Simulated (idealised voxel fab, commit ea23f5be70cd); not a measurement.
Process module name: voxel self aligned contacts
Shown is cross-section cut, with a width of 215 nm and square cells of size 5 nm.
Cross-section spec: square-cell grid; bands listed top down; each band is one or more rows. The band entry comprises the height of the band's top followed by the height of its bottom, expressed in nm, and subsequently the band's materials from left to right, each stated together with its width in nm. Where a single material is marked with the word "full width", that material fills the band from edge to edge. The word "blank" represents empty space. Measure heights from 0. That's the level where, below it, the as-received wafer is all one material. The lowest band is bottomless and extends downward; write it as in "0 and below". You'd read "30..40" like this: the band's top row of cells is as wide as the first number, its bottom row is as wide as the second, and going down, every row changes width by the same amount as the row before did. Where a step carries "all unchanged", the cross-section came out of it unchanged, cell for cell. "Closed void entries" contains a list of empty spaces, each no smaller than 8 cells and without an open way to the top, written in the form width x height at distance with the distance from the left edge and all three in nm. The remark found on a step's line after its settings is issued by the simulator itself and pertains to that step. overlay nm: step with mask; distance mask lay right of planned place; negative value = left of planned place.

Here's what the planned process steps look like
1,RECEIVE,material Si
2,OXIDIZE,depth nm 5
3,DIRECTIONAL_DEP,material polySi,thk nm 25
4,DIRECTIONAL_DEP,material SiN,thk nm 15
5,PATTERN,tone cover,mask id GATE,material resist,width nm 35,pitch nm 65,thk nm 20,overlay nm 0
6,DIRECTIONAL_ETCH,etch materials SiN,depth nm 15
7,DIRECTIONAL_ETCH,etch materials polySi,depth nm 25
8,STRIP,etch materials resist
9,CONFORMAL_DEP,material SiN,thk nm 5
10,DIRECTIONAL_ETCH,etch materials SiN,depth nm 5
11,FILL_DEP,material SiO2,thk nm 15
12,CMP,height nm 45
13,MASKED_ETCH,tone open,mask id CONTACT,width nm 40,etch materials SiO2,depth nm 50,overlay nm 0
14,CONFORMAL_DEP,material TiN,thk nm 5
15,FILL_DEP,material Ru,thk nm 10
16,CMP,height nm 35
17,CONFORMAL_DEP,material SiCN,thk nm 5
The wafers in this document start out alike and differ in the height nm applied at step 16; the plan shows the value used for the first wafer.

The first of several wafers, as received after step 1, seen in section
0 and below  Si full width
Closed void entries: none

Take any row and you have a wafer at the end of the module: how many cells of each material it has gained (+) or lost (-) since it was received, and then its closed voids
height nm 35 | +14 Ru | -43 Si | +43 SiCN | +56 SiN | +186 SiO2 | +18 TiN | +70 polySi | Closed void entries: none
height nm 40 | +16 Ru | -43 Si | +43 SiCN | +74 SiN | +207 SiO2 | +20 TiN | +70 polySi | Closed void entries: none
height nm 45 | +18 Ru | -43 Si | +43 SiCN | +74 SiN | +242 SiO2 | +26 TiN | +70 polySi | Closed void entries: none
height nm 50 | +24 Ru | -43 Si | +43 SiCN | +74 SiN | +242 SiO2 | +63 TiN | +70 polySi | Closed void entries: none
height nm 55 | +67 Ru | -43 Si | +43 SiCN | +74 SiN | +242 SiO2 | +63 TiN | +70 polySi | Closed void entries: none
height nm 60 | +110 Ru | -43 Si | +43 SiCN | +74 SiN | +242 SiO2 | +63 TiN | +70 polySi | Closed void entries: none
